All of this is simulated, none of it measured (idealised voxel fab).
process module | voxel air gaps
cross-section cut | 185 nm wide | cells 5 nm
A cross-section is a grid of square cells, given in bands from the top down. A band is one or more rows of cells.
Each band's line starts with the height of the band's top and of its bottom, in nm. Then come its materials from left to right, each with its width in nm. One material with "throughout" fills the band from edge to edge. "air" is empty space.
Height 0 is the level under which the wafer as received is all one material. The lowest band goes on downwards, as in "0 down".
A width such as "30 to 40" changes by the same amount from each row of cells to the next, from the band's top row to its bottom row.
"no change" after a step means that no cell of the cross-section changed.
closed voids: empty space of 8 cells or more with no open way to the top, each as width x height at its distance from the left edge, in nm
after a step's settings: what the simulator itself notes on the step
overlay nm, on a step with a mask: how far to the right of its planned place the mask lay; to the left if negative
plan
1 op RECEIVE | material Si
2 op CONFORMAL_DEP | material SiO2 | thk nm 10
3 op CONFORMAL_DEP | material SiN | thk nm 5
4 op DIRECTIONAL_DEP | material lowk | thk nm 40
5 op MASKED_ETCH | tone open | mask id LINES | width nm 15 | pitch nm 50 | etch materials lowk | depth nm 40 | overlay nm 0
6 op CONFORMAL_DEP | material TiN | thk nm 5
7 op FILL_DEP | material Cu | thk nm 10
8 op CMP | height nm 55
9 op EPI | material Ru | thk nm 10
10 op SELECTIVE_ETCH | etch materials lowk | depth nm 50
11 op CONFORMAL_DEP | material SiCN | thk nm 5
varied across the wafers: width nm of step 5. The plan shows the first wafer's value. All wafers start alike
first wafer as received, after step 1
  0 down: Si throughout
  closed voids: none
first wafer at the end, after step 11
  70 to 65: air 20 | SiCN 45 | air 5 | SiCN 45 | air 5 | SiCN 45 | air 20
  65 to 55: air 20 | SiCN 5 | Ru 35 | SiCN 5 | air 5 | SiCN 5 | Ru 35 | SiCN 5 | air 5 | SiCN 5 | Ru 35 | SiCN 5 | air 20
  55 to 50: air 20 | SiCN 15 | TiN 5 | Cu 5 | TiN 5 | SiCN 15 | air 5 | SiCN 15 | TiN 5 | Cu 5 | TiN 5 | SiCN 15 | air 5 | SiCN 15 | TiN 5 | Cu 5 | TiN 5 | SiCN 15 | air 20
  50 to 20: air 30 | SiCN 5 | TiN 5 | Cu 5 | TiN 5 | SiCN 5 | air 25 | SiCN 5 | TiN 5 | Cu 5 | TiN 5 | SiCN 5 | air 25 | SiCN 5 | TiN 5 | Cu 5 | TiN 5 | SiCN 5 | air 30
  20 to 15: SiCN 35 | TiN 15 | SiCN 35 | TiN 15 | SiCN 35 | TiN 15 | SiCN 35
  15 to 10: SiN throughout
  10 to 0: SiO2 throughout
  0 down: Si throughout
  closed voids: none
last wafer at the end
  70 to 65: air 10 | SiCN 165 | air 10
  65 to 55: air 10 | SiCN 5 | Ru 155 | SiCN 5 | air 10
  55 to 50: air 10 | SiCN 15 | TiN 5 | Cu 25 | TiN 5 | lowk 15 | TiN 5 | Cu 25 | TiN 5 | lowk 15 | TiN 5 | Cu 25 | TiN 5 | SiCN 15 | air 10
  50 to 20: air 20 | SiCN 5 | TiN 5 | Cu 25 | TiN 5 | lowk 15 | TiN 5 | Cu 25 | TiN 5 | lowk 15 | TiN 5 | Cu 25 | TiN 5 | SiCN 5 | air 20
  20 to 15: SiCN 25 | TiN 35 | lowk 15 | TiN 35 | lowk 15 | TiN 35 | SiCN 25
  15 to 10: SiN throughout
  10 to 0: SiO2 throughout
  0 down: Si throughout
  closed voids: none
each wafer at the end: cells of each material gained (+) or lost (-) since it was received, then its closed voids
width nm 15 | +21 Cu | +42 Ru | +121 SiCN | +37 SiN | +74 SiO2 | +51 TiN | closed voids: none
width nm 20 | +42 Cu | +48 Ru | +121 SiCN | +37 SiN | +74 SiO2 | +54 TiN | closed voids: 20 x 30 at 55; 20 x 30 at 105
width nm 25 | +63 Cu | +54 Ru | +113 SiCN | +37 SiN | +74 SiO2 | +57 TiN | closed voids: 15 x 30 at 60; 15 x 30 at 110
width nm 30 | +84 Cu | +60 Ru | +65 SiCN | +37 SiN | +74 SiO2 | +60 TiN | +64 lowk | closed voids: none
width nm 35 | +105 Cu | +62 Ru | +65 SiCN | +37 SiN | +74 SiO2 | +63 TiN | +48 lowk | closed voids: none
